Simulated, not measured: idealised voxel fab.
process module | voxel tone inversion
cross-section cut | 295 nm wide | cells 5 nm
A cross-section is a grid of square cells, given in bands from the top down. A band is one or more rows of cells.
Each band's line starts with the height of the band's top and of its bottom, in nm. Then come its materials from left to right, each with its width in nm. One material with "throughout" fills the band from edge to edge. "air" is empty space.
Height 0 is the level under which the wafer as received is all one material. The lowest band goes on downwards, as in "0 down".
A width such as "30 to 40" changes by the same amount from each row of cells to the next, from the band's top row to its bottom row.
"no change" after a step means that no cell of the cross-section changed.
closed voids: empty space of 8 cells or more with no open way to the top, each as width x height at its distance from the left edge, in nm
after a step's settings: what the simulator itself notes on the step
overlay nm, on a step with a mask: how far to the right of its planned place the mask lay; to the left if negative
plan
1 op RECEIVE | material Si
2 op CONFORMAL_DEP | material SiN | thk nm 5
3 op DIRECTIONAL_DEP | material polySi | thk nm 20
4 op PATTERN | tone cover | mask id POSTS | material resist | width nm 25 | pitch nm 55 | thk nm 25 | overlay nm 0
5 op DIRECTIONAL_ETCH | etch materials polySi | depth nm 20
6 op STRIP | etch materials resist
7 op FILL_DEP | material lowk | thk nm 5
8 op CMP | height nm 25
9 op STRIP | etch materials polySi
10 op CONFORMAL_DEP | material TiN | thk nm 5
11 op FILL_DEP | material Cu | thk nm 10
12 op CMP | height nm 25
13 op CONFORMAL_DEP | material SiCN | thk nm 5
as received, after step 1
  0 down: Si throughout
  closed voids: none
a wafer at the end: this start, this plan, one mistake
  30 to 25: SiCN throughout
  25 to 5: Cu throughout
  5 to 0: SiN throughout
  0 down: Si throughout
  closed voids: none
what went wrong: step 3 ran as: op DIRECTIONAL_DEP | material Cu | thk nm 20
